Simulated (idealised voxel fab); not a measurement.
The document below concerns the process module designated voxel wiring stack.
Cross-sectional view cut (width: 245 nm; square cell size: 5 nm).
In this document a cross-section is written as a grid of square cells. It is given as a series of bands, listed from the top down, and a band is one or more rows of cells.
In this notation a band is specified by the heights of its top and bottom, in that order and in nm, after which its materials appear from left to right, each paired with its width in nm. The word "everywhere" attached to a single material means that material fills the band from edge to edge; the word "air" stands for empty space.
Heights are expressed relative to 0, this being the level below which the as-received wafer comprises one material exclusively. The lowest band is unbounded in the downward direction and is denoted as in "top 0, no bottom".
A width such as "30..40" changes by the same amount from each row of cells to the next, from the band's top row to its bottom row.
Basically "stayed the same" means that step didn't change any cell in the cross-section.
Reported under the label "Entrapped voids" are the empty spaces having no open way to the top and comprising 8 cells or more; the notation for each is width x height at distance, in which the distance is measured from the left edge and all three values are in nm.
Anything after a step's settings on that line? It's the simulator's own note about the step.
What "overlay nm" on a step's line means: if the step has a mask, that mask lay this far to the right of its planned place, or, when the value is negative, to the left.
### Here's what the planned process steps look like
1: RECEIVE [material Si]
2: CONFORMAL_DEP [material SiO2] [thk nm 10]
3: DIRECTIONAL_DEP [material TiN] [thk nm 5]
4: DIRECTIONAL_DEP [material Ru] [thk nm 15]
5: MASKED_ETCH [tone cover] [mask id METAL_1] [width nm 20] [pitch nm 50] [etch materials Ru] [depth nm 15] [overlay nm 0]
6: MASKED_ETCH [tone cover] [mask id METAL_1] [width nm 20] [pitch nm 50] [etch materials TiN] [depth nm 5] [overlay nm 0]
7: CONFORMAL_DEP [material SiN] [thk nm 5]
8: FILL_DEP [material SiO2] [thk nm 5]
9: CMP [height nm 30]
10: CONFORMAL_DEP [material SiCN] [thk nm 5]
11: DIRECTIONAL_DEP [material lowk] [thk nm 15]
12: DIRECTIONAL_DEP [material aC] [thk nm 10]
13: PATTERN [tone open] [mask id METAL_2_HOLES] [material resist] [width nm 15] [pitch nm 100] [thk nm 30] [overlay nm 0]
14: DIRECTIONAL_ETCH [etch materials aC] [depth nm 10]
15: STRIP [etch materials resist]
16: DIRECTIONAL_ETCH [etch materials lowk] [depth nm 25]
17: STRIP [etch materials aC]
18: PATTERN [tone open] [mask id METAL_2] [material resist] [width nm 20] [pitch nm 50] [thk nm 15] [overlay nm 0]
19: DIRECTIONAL_ETCH [etch materials lowk] [depth nm 15]
20: DIRECTIONAL_ETCH [etch materials SiCN] [depth nm 5]
21: STRIP [etch materials resist]
22: CONFORMAL_DEP [material TiN] [thk nm 5]
23: FILL_DEP [material Cu] [thk nm 10]
24: CMP [height nm 60]
25: CONFORMAL_DEP [material SiCN] [thk nm 5]
Be aware that, although all wafers share a common starting state, the thk nm at step 11 differs among them, and the plan displays the first wafer's value.
### As-received state after step 1, first of several wafers, cross-section
* top 0, no bottom = Si everywhere
* Entrapped voids: none
### Take any row and you have a wafer at the end of the module: how many cells of each material it has gained (+) or lost (-) since it was received, and then its closed voids
thk nm 15; +81 Cu; +48 Ru; +82 SiCN; +57 SiN; +173 SiO2; +97 TiN; +99 lowk; Entrapped voids: none
thk nm 20; +28 Cu; +48 Ru; +92 SiCN; +57 SiN; +173 SiO2; +97 TiN; +142 lowk; Entrapped voids: none
thk nm 25; +22 Cu; +48 Ru; +92 SiCN; +57 SiN; +173 SiO2; +60 TiN; +185 lowk; Entrapped voids: none
thk nm 30; +16 Cu; +48 Ru; +92 SiCN; +57 SiN; +173 SiO2; +56 TiN; +195 lowk; Entrapped voids: none
thk nm 35; +10 Cu; +48 Ru; +92 SiCN; +57 SiN; +173 SiO2; +52 TiN; +205 lowk; Entrapped voids: none
thk nm 40; +10 Cu; +48 Ru; +92 SiCN; +57 SiN; +173 SiO2; +42 TiN; +215 lowk; Entrapped voids: none
